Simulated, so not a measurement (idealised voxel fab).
The process module presented herein is designated voxel capacitor over wiring.
Displayed cross-section: cut, width of 205 nm, square cells sized 5 nm.
How to read a cross-section here: the picture is a grid of square cells, written as bands going from the top down, and any band can span one or more rows of cells.
Top height, bottom height, nm. Materials left to right, width each, nm. Single material + "edge to edge" = fills band edge to edge. "blank" = empty.
A quick word on heights: they are counted from 0, and under that level the wafer as it came to us is one material throughout. The lowest band is different from the rest in having no bottom; it simply continues downward, written as in "z 0 and below".
Note: "30->40" means the width goes from the first number (top row of the band) to the second number (bottom row) in equal steps per row of cells.
"left unchanged", as given for a step, is the statement that not any cell of the cross-section underwent a change during that step.
Empty spaces counting at least 8 cells and having no open way to the top are listed in "Closed void catalog". The notation width x height at distance is used for each, the distance being from the left edge and all three values in nm.
Past the settings on a step's line: simulator remark, on that step.
For masked steps, "overlay nm" on the step line gives how far right of plan the mask actually lay; a minus sign means it lay to the left.
### This section lists the process steps that were planned
1 RECEIVE with material Si
2 CONFORMAL_DEP with material SiO2, thk nm 10
3 CONFORMAL_DEP with material SiN, thk nm 5
4 DIRECTIONAL_DEP with material lowk, thk nm 20
5 DIRECTIONAL_DEP with material aC, thk nm 10
6 PATTERN with tone open, mask id METAL_1, material resist, width nm 20, pitch nm 70, thk nm 25, overlay nm 0
7 DIRECTIONAL_ETCH with etch materials aC, depth nm 10
8 STRIP with etch materials resist
9 DIRECTIONAL_ETCH with etch materials lowk, depth nm 20
10 DIRECTIONAL_ETCH with etch materials SiN, depth nm 5
11 STRIP with etch materials aC
12 CONFORMAL_DEP with material TiN, thk nm 5
13 FILL_DEP with material Cu, thk nm 10
14 CMP with height nm 35
15 CONFORMAL_DEP with material SiCN, thk nm 5
16 DIRECTIONAL_DEP with material SiO2, thk nm 15
17 DIRECTIONAL_DEP with material aC, thk nm 15
18 PATTERN with tone open, mask id PLUG_1, material resist, width nm 15, thk nm 30, overlay nm 0
19 DIRECTIONAL_ETCH with etch materials aC, depth nm 15
20 STRIP with etch materials resist
21 DIRECTIONAL_ETCH with etch materials SiO2, depth nm 15
22 DIRECTIONAL_ETCH with etch materials SiCN, depth nm 5
23 STRIP with etch materials aC
24 EPI with material Ru, thk nm 10
25 EPI with material Ru, thk nm 10
26 DIRECTIONAL_DEP with material TiN, thk nm 10
27 DIRECTIONAL_DEP with material SiN, thk nm 5
28 DIRECTIONAL_DEP with material TiN, thk nm 10
29 DIRECTIONAL_DEP with material aC, thk nm 15
30 PATTERN with tone cover, mask id UPPER_PLATE, material resist, width nm 55, thk nm 35, overlay nm 0
31 DIRECTIONAL_ETCH with etch materials aC, depth nm 15
32 STRIP with etch materials resist
33 DIRECTIONAL_ETCH with etch materials TiN, depth nm 10
34 DIRECTIONAL_ETCH with etch materials SiN, depth nm 5
35 STRIP with etch materials aC
36 MASKED_ETCH with tone cover, mask id LOWER_PLATE, width nm 65, etch materials TiN, depth nm 10, overlay nm 0
37 FILL_DEP with material SiO2, thk nm 20
38 CMP with height nm 95
39 MASKED_ETCH with tone open, mask id PLUG_2, width nm 15, etch materials SiO2, depth nm 15, overlay nm 0
40 CONFORMAL_DEP with material TiN, thk nm 5
41 FILL_DEP with material Cu, thk nm 5
42 CMP with height nm 95
43 CONFORMAL_DEP with material SiCN, thk nm 5
### Step 1 complete: cross-section of the wafer as received
	z 0 and below: Si edge to edge
	Closed void catalog: none
### End-of-module cross-section of the first of two wafers, processed as planned
	z 100 to 95: SiCN edge to edge
	z 95 to 85: SiO2 (70), then TiN (5), then Cu (5), then TiN (5), then SiO2 (120)
	z 85 to 80: SiO2 (70), then TiN (15), then SiO2 (120)
	z 80 to 70: SiO2 (60), then TiN (55), then SiO2 (90)
	z 70 to 65: SiO2 (60), then SiN (55), then SiO2 (90)
	z 65 to 55: SiO2 (55), then TiN (65), then SiO2 (85)
	z 55 to 40: SiO2 (60), then Ru (15), then SiO2 (130)
	z 40 to 35: SiCN (60), then Ru (15), then SiCN (130)
	z 35 to 15: lowk (55), then TiN (5), then Cu (10), then TiN (5), then lowk (50), then TiN (5), then Cu (10), then TiN (5), then lowk (60)
	z 15 to 10: SiN (55), then TiN (20), then SiN (50), then TiN (20), then SiN (60)
	z 10 to 0: SiO2 edge to edge
	z 0 and below: Si edge to edge
	Closed void catalog: none
### So this is wafer number two of the two, cut at the end of the module - it started where the first did and had the same plan, we just got one thing wrong running it
	z 100 to 95: SiCN edge to edge
	z 95 to 85: SiO2 (70), then TiN (5), then Cu (5), then TiN (5), then SiO2 (120)
	z 85 to 80: SiO2 (70), then TiN (15), then SiO2 (120)
	z 80 to 70: SiO2 (60), then TiN (55), then SiO2 (90)
	z 70 to 65: SiO2 (60), then SiN (55), then SiO2 (90)
	z 65 to 55: lowk edge to edge
	z 55 to 40: SiO2 (60), then Ru (15), then SiO2 (130)
	z 40 to 35: SiCN (60), then Ru (15), then SiCN (130)
	z 35 to 15: lowk (55), then TiN (5), then Cu (10), then TiN (5), then lowk (50), then TiN (5), then Cu (10), then TiN (5), then lowk (60)
	z 15 to 10: SiN (55), then TiN (20), then SiN (50), then TiN (20), then SiN (60)
	z 10 to 0: SiO2 edge to edge
	z 0 and below: Si edge to edge
	Closed void catalog: none
It is concluded that the wafer was processed incorrectly with respect to the plan, in that note that step 26 departed from the planned setting and was carried out as DIRECTIONAL_DEP with material lowk, thk nm 10
Bottom line after processing is that, in cells, the second wafer is up or down on some materials versus the first: SiO2 -56; TiN -26; lowk +82
